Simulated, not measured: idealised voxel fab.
voxel transistor to metal: a process module
We display cut, a cross-section 150 nm in width whose square cells are each 5 nm.
The cross-sections in this document take the form of a grid made of square cells. They are written out as bands, in order from top to bottom. Each band consists of one or more rows of cells. Per band: top height and bottom height in nm, followed by the left-to-right materials and their widths in nm; "full width" marks a single material spanning edge to edge, "empty" marks empty space. Height datum 0, below which the as-received substrate wafer is one material. Lowest band open at the bottom, running downward: "0 -> down". A two-number width, for instance "30 to 40", indicates that the width is equal to the first number in the top row of the band and to the second number in the bottom row, and that it changes by a constant amount per row of cells. "identical to before" means the step left every cell of the cross-section as it was. Closed-off voids of 8+ cells (no open route to the top) go in "Closed void entries", written width x height at distance from the left edge, in nm. Step line, after settings: the simulator's comment on this step. For masked steps, "overlay nm" on the step line gives how far right of plan the mask actually lay; a minus sign means it lay to the left.

Process steps foreseen in the plan
1 RECEIVE,material Si
2 OXIDIZE,depth nm 5
3 CONFORMAL_DEP,material SiN,thk nm 10
4 MASKED_ETCH,tone cover,mask id ACTIVE,width nm 115,etch materials SiN,depth nm 10,overlay nm 0
5 MASKED_ETCH,tone cover,mask id ACTIVE,width nm 115,etch materials SiO2,depth nm 5,overlay nm 0
6 MASKED_ETCH,tone cover,mask id ACTIVE,width nm 115,etch materials Si,depth nm 20,overlay nm 0
7 FILL_DEP,material SiO2,thk nm 15
8 CMP,height nm 10
9 SELECTIVE_ETCH,etch materials SiO2,depth nm 5
10 STRIP,etch materials SiN
11 SELECTIVE_ETCH,etch materials SiO2,depth nm 5
12 OXIDIZE,depth nm 5
13 DIRECTIONAL_DEP,material polySi,thk nm 30
14 DIRECTIONAL_DEP,material SiCN,thk nm 15
15 MASKED_ETCH,tone cover,mask id GATE,width nm 35,etch materials SiCN,depth nm 25,overlay nm 0
16 MASKED_ETCH,tone cover,mask id GATE,width nm 35,etch materials polySi,depth nm 40,overlay nm 0
17 CONFORMAL_DEP,material SiN,thk nm 5
18 DIRECTIONAL_ETCH,etch materials SiN,depth nm 5
19 DIRECTIONAL_ETCH,etch materials SiO2,depth nm 5
20 DIRECTIONAL_ETCH,etch materials Si,depth nm 5
21 EPI,material nSi,thk nm 5
22 FILL_DEP,material SiO2,thk nm 10
23 CMP,height nm 25
24 STRIP,etch materials polySi
25 SELECTIVE_ETCH,etch materials SiO2,depth nm 5
26 CONFORMAL_DEP,material HfO2,thk nm 5
27 CONFORMAL_DEP,material TiN,thk nm 5
28 FILL_DEP,material W,thk nm 5
29 CMP,height nm 20
30 DIRECTIONAL_DEP,material SiO2,thk nm 15
31 DIRECTIONAL_DEP,material aC,thk nm 15
32 PATTERN,tone open,mask id CONTACT,material resist,width nm 15,pitch nm 80,thk nm 30,overlay nm 0
33 DIRECTIONAL_ETCH,etch materials aC,depth nm 15
34 STRIP,etch materials resist
35 DIRECTIONAL_ETCH,etch materials SiO2,depth nm 45
36 STRIP,etch materials aC
37 CONFORMAL_DEP,material TiN,thk nm 5
38 FILL_DEP,material W,thk nm 10
39 CMP,height nm 35
40 DIRECTIONAL_DEP,material TiN,thk nm 5
41 DIRECTIONAL_DEP,material Ru,thk nm 25
42 PATTERN,tone cover,mask id METAL_1,material resist,width nm 15,pitch nm 80,thk nm 15,overlay nm 0
43 DIRECTIONAL_ETCH,etch materials Ru,depth nm 25
44 DIRECTIONAL_ETCH,etch materials TiN,depth nm 5
45 STRIP,etch materials resist
46 FILL_DEP,material lowk,thk nm 10
47 CMP,height nm 65
48 CONFORMAL_DEP,material SiN,thk nm 5

The first of the two wafers, which ran as planned

Wafer at receipt (post step 1), cross-section
	0 -> down | Si full width
	Closed void entries: none

After step 2
	0 -> -5 | SiO2 full width
	Anything lower than -5 is untouched.

After step 3
	10 -> 0 | SiN full width
	Anything lower than 0 is untouched.

After step 4
	10 -> 0 | empty=15 | SiN=115 | empty=20
	Anything lower than 0 is untouched.

After step 5
	10 -> 0 | empty=15 | SiN=115 | empty=20
	0 -> -5 | empty=15 | SiO2=115 | empty=20
	Anything lower than -5 is untouched.

After step 6
	10 -> 0 | empty=15 | SiN=115 | empty=20
	0 -> -5 | empty=15 | SiO2=115 | empty=20
	-5 -> -25 | empty=15 | Si=115 | empty=20
	Anything lower than -25 is untouched.

After step 7
	25 -> 10 | SiO2 full width
	10 -> 0 | SiO2=15 | SiN=115 | SiO2=20
	0 -> -5 | SiO2 full width
	-5 -> -25 | SiO2=15 | Si=115 | SiO2=20
	Anything lower than -25 is untouched.

After step 8
	10 -> 0 | SiO2=15 | SiN=115 | SiO2=20
	Anything lower than 0 is untouched.

After step 9
	10 -> 5 | empty=15 | SiN=115 | empty=20
	Anything lower than 5 is untouched.

After step 10
	5 -> 0 | SiO2=15 | empty=115 | SiO2=20
	Anything lower than 0 is untouched.

After step 11
	0 -> -5 | SiO2=10 | empty=125 | SiO2=15
	Anything lower than -5 is untouched.

After step 12
	0 -> -5 | SiO2=10 | empty=125 | SiO2=15
	-5 -> -10 | SiO2 full width
	Anything lower than -10 is untouched.

After step 13
	30 -> 25 | polySi=10 | empty=125 | polySi=15
	25 -> 0 | polySi full width
	0 -> -5 | SiO2=10 | polySi=125 | SiO2=15
	Anything lower than -5 is untouched.

After step 14
	45 -> 40 | SiCN=10 | empty=125 | SiCN=15
	40 -> 30 | SiCN full width
	30 -> 25 | polySi=10 | SiCN=125 | polySi=15
	Anything lower than 25 is untouched.

After step 15
	40 -> 30 | empty=55 | SiCN=35 | empty=60
	30 -> 25 | polySi=10 | empty=45 | SiCN=35 | empty=45 | polySi=15
	Anything lower than 25 is untouched.

After step 16
	40 -> 25 | empty=55 | SiCN=35 | empty=60
	25 -> 0 | empty=55 | polySi=35 | empty=60
	0 -> -5 | SiO2=10 | empty=45 | polySi=35 | empty=45 | SiO2=15
	Anything lower than -5 is untouched.

After step 17
	45 -> 40 | empty=50 | SiN=45 | empty=55
	40 -> 25 | empty=50 | SiN=5 | SiCN=35 | SiN=5 | empty=55
	25 -> 5 | empty=50 | SiN=5 | polySi=35 | SiN=5 | empty=55
	5 -> 0 | SiN=15 | empty=35 | SiN=5 | polySi=35 | SiN=5 | empty=35 | SiN=20
	0 -> -5 | SiO2=10 | SiN=45 | polySi=35 | SiN=45 | SiO2=15
	Anything lower than -5 is untouched.

After step 18
	40 -> 25 | empty=50 | SiN=5 | SiCN=35 | SiN=5 | empty=55
	25 -> 0 | empty=50 | SiN=5 | polySi=35 | SiN=5 | empty=55
	0 -> -5 | SiO2=10 | SiN=5 | empty=35 | SiN=5 | polySi=35 | SiN=5 | empty=35 | SiN=5 | SiO2=15
	Anything lower than -5 is untouched.

After step 19
	40 -> 25 | empty=50 | SiN=5 | SiCN=35 | SiN=5 | empty=55
	25 -> 0 | empty=50 | SiN=5 | polySi=35 | SiN=5 | empty=55
	0 -> -5 | empty=10 | SiN=5 | empty=35 | SiN=5 | polySi=35 | SiN=5 | empty=35 | SiN=5 | empty=15
	-5 -> -10 | SiO2=15 | empty=35 | SiO2=45 | empty=35 | SiO2=20
	Anything lower than -10 is untouched.

After step 20
	40 -> 25 | empty=50 | SiN=5 | SiCN=35 | SiN=5 | empty=55
	25 -> 0 | empty=50 | SiN=5 | polySi=35 | SiN=5 | empty=55
	0 -> -5 | empty=10 | SiN=5 | empty=35 | SiN=5 | polySi=35 | SiN=5 | empty=35 | SiN=5 | empty=15
	-5 -> -10 | SiO2=15 | empty=35 | SiO2=45 | empty=35 | SiO2=20
	-10 -> -15 | SiO2=15 | empty=35 | Si=45 | empty=35 | SiO2=20
	Anything lower than -15 is untouched.

After step 21
	40 -> 25 | empty=50 | SiN=5 | SiCN=35 | SiN=5 | empty=55
	25 -> 0 | empty=50 | SiN=5 | polySi=35 | SiN=5 | empty=55
	0 -> -5 | empty=10 | SiN=5 | empty=35 | SiN=5 | polySi=35 | SiN=5 | empty=35 | SiN=5 | empty=15
	-5 -> -10 | SiO2=15 | empty=30 | nSi=5 | SiO2=45 | nSi=5 | empty=30 | SiO2=20
	-10 -> -15 | SiO2=15 | nSi=35 | Si=45 | nSi=35 | SiO2=20
	Anything lower than -15 is untouched.

After step 22
	50 -> 40 | SiO2 full width
	40 -> 25 | SiO2=50 | SiN=5 | SiCN=35 | SiN=5 | SiO2=55
	25 -> 0 | SiO2=50 | SiN=5 | polySi=35 | SiN=5 | SiO2=55
	0 -> -5 | SiO2=10 | SiN=5 | SiO2=35 | SiN=5 | polySi=35 | SiN=5 | SiO2=35 | SiN=5 | SiO2=15
	-5 -> -10 | SiO2=45 | nSi=5 | SiO2=45 | nSi=5 | SiO2=50
	Anything lower than -10 is untouched.

After step 23
	25 -> 0 | SiO2=50 | SiN=5 | polySi=35 | SiN=5 | SiO2=55
	Anything lower than 0 is untouched.

After step 24
	25 -> 0 | SiO2=50 | SiN=5 | empty=35 | SiN=5 | SiO2=55
	0 -> -5 | SiO2=10 | SiN=5 | SiO2=35 | SiN=5 | empty=35 | SiN=5 | SiO2=35 | SiN=5 | SiO2=15
	Anything lower than -5 is untouched.

After step 25
	25 -> 20 | empty=50 | SiN=5 | empty=35 | SiN=5 | empty=55
	20 -> 0 | SiO2=50 | SiN=5 | empty=35 | SiN=5 | SiO2=55
	0 -> -5 | SiO2=10 | SiN=5 | SiO2=35 | SiN=5 | empty=35 | SiN=5 | SiO2=35 | SiN=5 | SiO2=15
	-5 -> -10 | SiO2=45 | nSi=5 | empty=45 | nSi=5 | SiO2=50
	Anything lower than -10 is untouched.

After step 26
	30 -> 25 | empty=45 | HfO2=15 | empty=25 | HfO2=15 | empty=50
	25 -> 20 | HfO2=50 | SiN=5 | HfO2=5 | empty=25 | HfO2=5 | SiN=5 | HfO2=55
	20 -> 0 | SiO2=50 | SiN=5 | HfO2=5 | empty=25 | HfO2=5 | SiN=5 | SiO2=55
	0 -> -5 | SiO2=10 | SiN=5 | SiO2=35 | SiN=5 | HfO2=5 | empty=25 | HfO2=5 | SiN=5 | SiO2=35 | SiN=5 | SiO2=15
	-5 -> -10 | SiO2=45 | nSi=5 | HfO2=45 | nSi=5 | SiO2=50
	Anything lower than -10 is untouched.

After step 27
	35 -> 30 | empty=40 | TiN=25 | empty=15 | TiN=25 | empty=45
	30 -> 25 | TiN=45 | HfO2=15 | TiN=5 | empty=15 | TiN=5 | HfO2=15 | TiN=50
	25 -> 20 | HfO2=50 | SiN=5 | HfO2=5 | TiN=5 | empty=15 | TiN=5 | HfO2=5 | SiN=5 | HfO2=55
	20 -> 0 | SiO2=50 | SiN=5 | HfO2=5 | TiN=5 | empty=15 | TiN=5 | HfO2=5 | SiN=5 | SiO2=55
	0 -> -5 | SiO2=10 | SiN=5 | SiO2=35 | SiN=5 | HfO2=5 | TiN=25 | HfO2=5 | SiN=5 | SiO2=35 | SiN=5 | SiO2=15
	Anything lower than -5 is untouched.

After step 28
	40 -> 35 | W full width
	35 -> 30 | W=40 | TiN=25 | W=15 | TiN=25 | W=45
	30 -> 25 | TiN=45 | HfO2=15 | TiN=5 | W=15 | TiN=5 | HfO2=15 | TiN=50
	25 -> 20 | HfO2=50 | SiN=5 | HfO2=5 | TiN=5 | W=15 | TiN=5 | HfO2=5 | SiN=5 | HfO2=55
	20 -> 0 | SiO2=50 | SiN=5 | HfO2=5 | TiN=5 | W=15 | TiN=5 | HfO2=5 | SiN=5 | SiO2=55
	Anything lower than 0 is untouched.

After step 29
	20 -> 0 | SiO2=50 | SiN=5 | HfO2=5 | TiN=5 | W=15 | TiN=5 | HfO2=5 | SiN=5 | SiO2=55
	Anything lower than 0 is untouched.

After step 30
	35 -> 20 | SiO2 full width
	Anything lower than 20 is untouched.

After step 31
	50 -> 35 | aC full width
	Anything lower than 35 is untouched.

After step 32
	80 -> 50 | resist=25 | empty=15 | resist=65 | empty=15 | resist=30
	Anything lower than 50 is untouched.

After step 33
	65 -> 50 | resist=25 | empty=15 | resist=65 | empty=15 | resist=30
	50 -> 35 | aC=25 | empty=15 | aC=65 | empty=15 | aC=30
	Anything lower than 35 is untouched.

After step 34
	50 -> 35 | aC=25 | empty=15 | aC=65 | empty=15 | aC=30
	Anything lower than 35 is untouched.

After step 35
	50 -> 35 | aC=25 | empty=15 | aC=65 | empty=15 | aC=30
	35 -> 20 | SiO2=25 | empty=15 | SiO2=65 | empty=15 | SiO2=30
	20 -> 0 | SiO2=25 | empty=15 | SiO2=10 | SiN=5 | HfO2=5 | TiN=5 | W=15 | TiN=5 | HfO2=5 | SiN=5 | SiO2=10 | empty=15 | SiO2=30
	0 -> -5 | SiO2=10 | SiN=5 | SiO2=10 | empty=15 | SiO2=10 | SiN=5 | HfO2=5 | TiN=25 | HfO2=5 | SiN=5 | SiO2=10 | empty=15 | SiO2=10 | SiN=5 | SiO2=15
	-5 -> -10 | SiO2=25 | empty=15 | SiO2=5 | nSi=5 | HfO2=45 | nSi=5 | SiO2=5 | empty=15 | SiO2=30
	Anything lower than -10 is untouched.

After step 36
	35 -> 20 | SiO2=25 | empty=15 | SiO2=65 | empty=15 | SiO2=30
	Anything lower than 20 is untouched.

After step 37
	40 -> 35 | TiN=30 | empty=5 | TiN=75 | empty=5 | TiN=35
	35 -> 20 | SiO2=25 | TiN=5 | empty=5 | TiN=5 | SiO2=65 | TiN=5 | empty=5 | TiN=5 | SiO2=30
	20 -> 0 | SiO2=25 | TiN=5 | empty=5 | TiN=5 | SiO2=10 | SiN=5 | HfO2=5 | TiN=5 | W=15 | TiN=5 | HfO2=5 | SiN=5 | SiO2=10 | TiN=5 | empty=5 | TiN=5 | SiO2=30
	0 -> -5 | SiO2=10 | SiN=5 | SiO2=10 | TiN=5 | empty=5 | TiN=5 | SiO2=10 | SiN=5 | HfO2=5 | TiN=25 | HfO2=5 | SiN=5 | SiO2=10 | TiN=5 | empty=5 | TiN=5 | SiO2=10 | SiN=5 | SiO2=15
	-5 -> -10 | SiO2=25 | TiN=15 | SiO2=5 | nSi=5 | HfO2=45 | nSi=5 | SiO2=5 | TiN=15 | SiO2=30
	Anything lower than -10 is untouched.

After step 38
	50 -> 40 | W full width
	40 -> 35 | TiN=30 | W=5 | TiN=75 | W=5 | TiN=35
	35 -> 20 | SiO2=25 | TiN=5 | W=5 | TiN=5 | SiO2=65 | TiN=5 | W=5 | TiN=5 | SiO2=30
	20 -> 0 | SiO2=25 | TiN=5 | W=5 | TiN=5 | SiO2=10 | SiN=5 | HfO2=5 | TiN=5 | W=15 | TiN=5 | HfO2=5 | SiN=5 | SiO2=10 | TiN=5 | W=5 | TiN=5 | SiO2=30
	0 -> -5 | SiO2=10 | SiN=5 | SiO2=10 | TiN=5 | W=5 | TiN=5 | SiO2=10 | SiN=5 | HfO2=5 | TiN=25 | HfO2=5 | SiN=5 | SiO2=10 | TiN=5 | W=5 | TiN=5 | SiO2=10 | SiN=5 | SiO2=15
	Anything lower than -5 is untouched.

After step 39
	35 -> 20 | SiO2=25 | TiN=5 | W=5 | TiN=5 | SiO2=65 | TiN=5 | W=5 | TiN=5 | SiO2=30
	Anything lower than 20 is untouched.

After step 40
	40 -> 35 | TiN full width
	Anything lower than 35 is untouched.

After step 41
	65 -> 40 | Ru full width
	Anything lower than 40 is untouched.

After step 42
	80 -> 65 | empty=25 | resist=15 | empty=65 | resist=15 | empty=30
	Anything lower than 65 is untouched.

After step 43
	80 -> 65 | empty=25 | resist=15 | empty=65 | resist=15 | empty=30
	65 -> 40 | empty=25 | Ru=15 | empty=65 | Ru=15 | empty=30
	Anything lower than 40 is untouched.

After step 44
	80 -> 65 | empty=25 | resist=15 | empty=65 | resist=15 | empty=30
	65 -> 40 | empty=25 | Ru=15 | empty=65 | Ru=15 | empty=30
	40 -> 35 | empty=25 | TiN=15 | empty=65 | TiN=15 | empty=30
	Anything lower than 35 is untouched.

After step 45
	65 -> 40 | empty=25 | Ru=15 | empty=65 | Ru=15 | empty=30
	Anything lower than 40 is untouched.

After step 46
	75 -> 65 | lowk full width
	65 -> 40 | lowk=25 | Ru=15 | lowk=65 | Ru=15 | lowk=30
	40 -> 35 | lowk=25 | TiN=15 | lowk=65 | TiN=15 | lowk=30
	Anything lower than 35 is untouched.

After step 47
	65 -> 40 | lowk=25 | Ru=15 | lowk=65 | Ru=15 | lowk=30
	Anything lower than 40 is untouched.

After step 48
	70 -> 65 | SiN full width
	Anything lower than 65 is untouched.

The second wafer began exactly as the first did and followed the same plan, but one mistake was made while running it; through step 19 inclusive, the two wafers are identical

Second wafer, sectioned view, at step 20's planned end time
	40 -> 25 | empty=50 | SiN=5 | SiCN=35 | SiN=5 | empty=55
	25 -> 0 | empty=50 | SiN=5 | polySi=35 | SiN=5 | empty=55
	0 -> -5 | empty=10 | SiN=5 | empty=35 | SiN=5 | polySi=35 | SiN=5 | empty=35 | SiN=5 | empty=15
	-5 -> -10 | SiO2=15 | empty=35 | SiO2=45 | empty=35 | SiO2=20
	-10 -> -25 | SiO2=15 | empty=35 | Si=45 | empty=35 | SiO2=20
	Anything lower than -25 is untouched.

Second wafer, sectioned view, at step 21's planned end time
	40 -> 25 | empty=50 | SiN=5 | SiCN=35 | SiN=5 | empty=55
	25 -> 0 | empty=50 | SiN=5 | polySi=35 | SiN=5 | empty=55
	0 -> -5 | empty=10 | SiN=5 | empty=35 | SiN=5 | polySi=35 | SiN=5 | empty=35 | SiN=5 | empty=15
	-5 -> -10 | SiO2=15 | empty=30 | nSi=5 | SiO2=45 | nSi=5 | empty=30 | SiO2=20
	-10 -> -20 | SiO2=15 | empty=30 | nSi=5 | Si=45 | nSi=5 | empty=30 | SiO2=20
	-20 -> -25 | SiO2=15 | nSi=35 | Si=45 | nSi=35 | SiO2=20
	Anything lower than -25 is untouched.

Second wafer, sectioned view, at step 22's planned end time
	50 -> 40 | SiO2 full width
	40 -> 25 | SiO2=50 | SiN=5 | SiCN=35 | SiN=5 | SiO2=55
	25 -> 0 | SiO2=50 | SiN=5 | polySi=35 | SiN=5 | SiO2=55
	0 -> -5 | SiO2=10 | SiN=5 | SiO2=35 | SiN=5 | polySi=35 | SiN=5 | SiO2=35 | SiN=5 | SiO2=15
	-5 -> -10 | SiO2=45 | nSi=5 | SiO2=45 | nSi=5 | SiO2=50
	-10 -> -20 | SiO2=45 | nSi=5 | Si=45 | nSi=5 | SiO2=50
	Anything lower than -20 is untouched.

Second wafer, sectioned view, at step 23's planned end time
	25 -> 0 | SiO2=50 | SiN=5 | polySi=35 | SiN=5 | SiO2=55
	Anything lower than 0 is untouched.

Second wafer, sectioned view, at step 24's planned end time
	25 -> 0 | SiO2=50 | SiN=5 | empty=35 | SiN=5 | SiO2=55
	0 -> -5 | SiO2=10 | SiN=5 | SiO2=35 | SiN=5 | empty=35 | SiN=5 | SiO2=35 | SiN=5 | SiO2=15
	Anything lower than -5 is untouched.

Second wafer, sectioned view, at step 25's planned end time
	25 -> 20 | empty=50 | SiN=5 | empty=35 | SiN=5 | empty=55
	20 -> 0 | SiO2=50 | SiN=5 | empty=35 | SiN=5 | SiO2=55
	0 -> -5 | SiO2=10 | SiN=5 | SiO2=35 | SiN=5 | empty=35 | SiN=5 | SiO2=35 | SiN=5 | SiO2=15
	-5 -> -10 | SiO2=45 | nSi=5 | empty=45 | nSi=5 | SiO2=50
	Anything lower than -10 is untouched.

Second wafer, sectioned view, at step 26's planned end time
	30 -> 25 | empty=45 | HfO2=15 | empty=25 | HfO2=15 | empty=50
	25 -> 20 | HfO2=50 | SiN=5 | HfO2=5 | empty=25 | HfO2=5 | SiN=5 | HfO2=55
	20 -> 0 | SiO2=50 | SiN=5 | HfO2=5 | empty=25 | HfO2=5 | SiN=5 | SiO2=55
	0 -> -5 | SiO2=10 | SiN=5 | SiO2=35 | SiN=5 | HfO2=5 | empty=25 | HfO2=5 | SiN=5 | SiO2=35 | SiN=5 | SiO2=15
	-5 -> -10 | SiO2=45 | nSi=5 | HfO2=45 | nSi=5 | SiO2=50
	Anything lower than -10 is untouched.

Second wafer, sectioned view, at step 27's planned end time
	35 -> 30 | empty=40 | TiN=25 | empty=15 | TiN=25 | empty=45
	30 -> 25 | TiN=45 | HfO2=15 | TiN=5 | empty=15 | TiN=5 | HfO2=15 | TiN=50
	25 -> 20 | HfO2=50 | SiN=5 | HfO2=5 | TiN=5 | empty=15 | TiN=5 | HfO2=5 | SiN=5 | HfO2=55
	20 -> 0 | SiO2=50 | SiN=5 | HfO2=5 | TiN=5 | empty=15 | TiN=5 | HfO2=5 | SiN=5 | SiO2=55
	0 -> -5 | SiO2=10 | SiN=5 | SiO2=35 | SiN=5 | HfO2=5 | TiN=25 | HfO2=5 | SiN=5 | SiO2=35 | SiN=5 | SiO2=15
	Anything lower than -5 is untouched.

Second wafer, sectioned view, at step 28's planned end time
	40 -> 35 | W full width
	35 -> 30 | W=40 | TiN=25 | W=15 | TiN=25 | W=45
	30 -> 25 | TiN=45 | HfO2=15 | TiN=5 | W=15 | TiN=5 | HfO2=15 | TiN=50
	25 -> 20 | HfO2=50 | SiN=5 | HfO2=5 | TiN=5 | W=15 | TiN=5 | HfO2=5 | SiN=5 | HfO2=55
	20 -> 0 | SiO2=50 | SiN=5 | HfO2=5 | TiN=5 | W=15 | TiN=5 | HfO2=5 | SiN=5 | SiO2=55
	Anything lower than 0 is untouched.

Second wafer, sectioned view, at step 29's planned end time
	20 -> 0 | SiO2=50 | SiN=5 | HfO2=5 | TiN=5 | W=15 | TiN=5 | HfO2=5 | SiN=5 | SiO2=55
	Anything lower than 0 is untouched.

Second wafer, sectioned view, at step 30's planned end time
	35 -> 20 | SiO2 full width
	Anything lower than 20 is untouched.

Second wafer, sectioned view, at step 31's planned end time
	50 -> 35 | aC full width
	Anything lower than 35 is untouched.

Second wafer, sectioned view, at step 32's planned end time
	80 -> 50 | resist=25 | empty=15 | resist=65 | empty=15 | resist=30
	Anything lower than 50 is untouched.

Second wafer, sectioned view, at step 33's planned end time
	65 -> 50 | resist=25 | empty=15 | resist=65 | empty=15 | resist=30
	50 -> 35 | aC=25 | empty=15 | aC=65 | empty=15 | aC=30
	Anything lower than 35 is untouched.

Second wafer, sectioned view, at step 34's planned end time
	50 -> 35 | aC=25 | empty=15 | aC=65 | empty=15 | aC=30
	Anything lower than 35 is untouched.

Second wafer, sectioned view, at step 35's planned end time
	50 -> 35 | aC=25 | empty=15 | aC=65 | empty=15 | aC=30
	35 -> 20 | SiO2=25 | empty=15 | SiO2=65 | empty=15 | SiO2=30
	20 -> 0 | SiO2=25 | empty=15 | SiO2=10 | SiN=5 | HfO2=5 | TiN=5 | W=15 | TiN=5 | HfO2=5 | SiN=5 | SiO2=10 | empty=15 | SiO2=30
	0 -> -5 | SiO2=10 | SiN=5 | SiO2=10 | empty=15 | SiO2=10 | SiN=5 | HfO2=5 | TiN=25 | HfO2=5 | SiN=5 | SiO2=10 | empty=15 | SiO2=10 | SiN=5 | SiO2=15
	-5 -> -10 | SiO2=25 | empty=15 | SiO2=5 | nSi=5 | HfO2=45 | nSi=5 | SiO2=5 | empty=15 | SiO2=30
	Anything lower than -10 is untouched.

Second wafer, sectioned view, at step 36's planned end time
	35 -> 20 | SiO2=25 | empty=15 | SiO2=65 | empty=15 | SiO2=30
	Anything lower than 20 is untouched.

Second wafer, sectioned view, at step 37's planned end time
	40 -> 35 | TiN=30 | empty=5 | TiN=75 | empty=5 | TiN=35
	35 -> 20 | SiO2=25 | TiN=5 | empty=5 | TiN=5 | SiO2=65 | TiN=5 | empty=5 | TiN=5 | SiO2=30
	20 -> 0 | SiO2=25 | TiN=5 | empty=5 | TiN=5 | SiO2=10 | SiN=5 | HfO2=5 | TiN=5 | W=15 | TiN=5 | HfO2=5 | SiN=5 | SiO2=10 | TiN=5 | empty=5 | TiN=5 | SiO2=30
	0 -> -5 | SiO2=10 | SiN=5 | SiO2=10 | TiN=5 | empty=5 | TiN=5 | SiO2=10 | SiN=5 | HfO2=5 | TiN=25 | HfO2=5 | SiN=5 | SiO2=10 | TiN=5 | empty=5 | TiN=5 | SiO2=10 | SiN=5 | SiO2=15
	-5 -> -10 | SiO2=25 | TiN=15 | SiO2=5 | nSi=5 | HfO2=45 | nSi=5 | SiO2=5 | TiN=15 | SiO2=30
	Anything lower than -10 is untouched.

Second wafer, sectioned view, at step 38's planned end time
	50 -> 40 | W full width
	40 -> 35 | TiN=30 | W=5 | TiN=75 | W=5 | TiN=35
	35 -> 20 | SiO2=25 | TiN=5 | W=5 | TiN=5 | SiO2=65 | TiN=5 | W=5 | TiN=5 | SiO2=30
	20 -> 0 | SiO2=25 | TiN=5 | W=5 | TiN=5 | SiO2=10 | SiN=5 | HfO2=5 | TiN=5 | W=15 | TiN=5 | HfO2=5 | SiN=5 | SiO2=10 | TiN=5 | W=5 | TiN=5 | SiO2=30
	0 -> -5 | SiO2=10 | SiN=5 | SiO2=10 | TiN=5 | W=5 | TiN=5 | SiO2=10 | SiN=5 | HfO2=5 | TiN=25 | HfO2=5 | SiN=5 | SiO2=10 | TiN=5 | W=5 | TiN=5 | SiO2=10 | SiN=5 | SiO2=15
	Anything lower than -5 is untouched.

Second wafer, sectioned view, at step 39's planned end time
	35 -> 20 | SiO2=25 | TiN=5 | W=5 | TiN=5 | SiO2=65 | TiN=5 | W=5 | TiN=5 | SiO2=30
	Anything lower than 20 is untouched.

Second wafer, sectioned view, at step 40's planned end time
	40 -> 35 | TiN full width
	Anything lower than 35 is untouched.

Second wafer, sectioned view, at step 41's planned end time
	65 -> 40 | Ru full width
	Anything lower than 40 is untouched.

Second wafer, sectioned view, at step 42's planned end time
	80 -> 65 | empty=25 | resist=15 | empty=65 | resist=15 | empty=30
	Anything lower than 65 is untouched.

Second wafer, sectioned view, at step 43's planned end time
	80 -> 65 | empty=25 | resist=15 | empty=65 | resist=15 | empty=30
	65 -> 40 | empty=25 | Ru=15 | empty=65 | Ru=15 | empty=30
	Anything lower than 40 is untouched.

Second wafer, sectioned view, at step 44's planned end time
	80 -> 65 | empty=25 | resist=15 | empty=65 | resist=15 | empty=30
	65 -> 40 | empty=25 | Ru=15 | empty=65 | Ru=15 | empty=30
	40 -> 35 | empty=25 | TiN=15 | empty=65 | TiN=15 | empty=30
	Anything lower than 35 is untouched.

Second wafer, sectioned view, at step 45's planned end time
	65 -> 40 | empty=25 | Ru=15 | empty=65 | Ru=15 | empty=30
	Anything lower than 40 is untouched.

Second wafer, sectioned view, at step 46's planned end time
	75 -> 65 | lowk full width
	65 -> 40 | lowk=25 | Ru=15 | lowk=65 | Ru=15 | lowk=30
	40 -> 35 | lowk=25 | TiN=15 | lowk=65 | TiN=15 | lowk=30
	Anything lower than 35 is untouched.

Second wafer, sectioned view, at step 47's planned end time
	65 -> 40 | lowk=25 | Ru=15 | lowk=65 | Ru=15 | lowk=30
	Anything lower than 40 is untouched.

Second wafer, sectioned view, at step 48's planned end time
	70 -> 65 | SiN full width
	Anything lower than 65 is untouched.
The plan and the run diverged here: step 20 changed vs plan, executed as DIRECTIONAL_ETCH,etch materials Si,depth nm 15
Upon completion, the second wafer contains, in terms of cells, a greater or smaller amount of certain materials than the first wafer: Si -28, SiO2 +24, nSi +4
